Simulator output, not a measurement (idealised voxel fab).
The following is a process module called voxel tone inversion.
Square cells of 5 nm make up the cross-section cut, whose width is 230 nm.
Notation: cross-section as square-cell grid; stated in bands, top first, going down; one or more cell rows per band.
Top, bottom (nm), then materials left to right with widths (nm); lone material tagged "everywhere" fills the whole band edge to edge; "blank" = empty space.
Heights are measured from 0, the level below which the as-received wafer is all one material; the lowest band has no bottom and continues downward, written as in "0 nm and below".
Graded width ("30..40"): value in top row of band = first number; value in bottom row = second number; row-to-row change constant.
Given "remained the same" for a step, no cell of the cross-section differs between before and after that step.
"Fully sealed voids": sealed empty spaces, 8 cells or more, no open way to top, listed width x height at distance, with distance from the left edge and width, height and distance in nm.
It should be noted that, on the line of a given step, the content following the step's settings is a remark produced by the simulator itself with respect to that step.
overlay nm: right-of-plan distance of the mask on a masked step; negative values mean left-of-plan.

Intended process steps
- 1: RECEIVE, material Si
- 2: CONFORMAL_DEP, material SiN, thk nm 10
- 3: DIRECTIONAL_DEP, material aC, thk nm 25
- 4: PATTERN, tone cover, mask id POSTS, material resist, width nm 20, pitch nm 35, thk nm 35, overlay nm 0
- 5: DIRECTIONAL_ETCH, etch materials aC, depth nm 25
- 6: STRIP, etch materials resist
- 7: FILL_DEP, material lowk, thk nm 10
- 8: CMP, height nm 35
- 9: STRIP, etch materials aC

Cross-section, incoming material, after step 1
0 nm and below | Si everywhere
Fully sealed voids: none

Here's the cross-section of the first of our two wafers at the end of the module - it ran as planned
35 nm to 10 nm | 70 of lowk | 20 of blank | 15 of lowk | 20 of blank | 15 of lowk | 20 of blank | 70 of lowk
10 nm to 0 nm | SiN everywhere
0 nm and below | Si everywhere
Fully sealed voids: none

What the second wafer looks like in cross-section once the module is done. Its start and its plan matched the first wafer's exactly; what differed was one mistake in how it was run
25 nm to 10 nm | 70 of lowk | 20 of blank | 15 of lowk | 20 of blank | 15 of lowk | 20 of blank | 70 of lowk
10 nm to 0 nm | SiN everywhere
0 nm and below | Si everywhere
Fully sealed voids: none
It is concluded that the wafer was processed incorrectly with respect to the plan, in that off-plan run, step 8, actual operation and settings CMP, height nm 25
Final comparison by cell count, materials where the second wafer has more or fewer than the first: lowk: 68 fewer
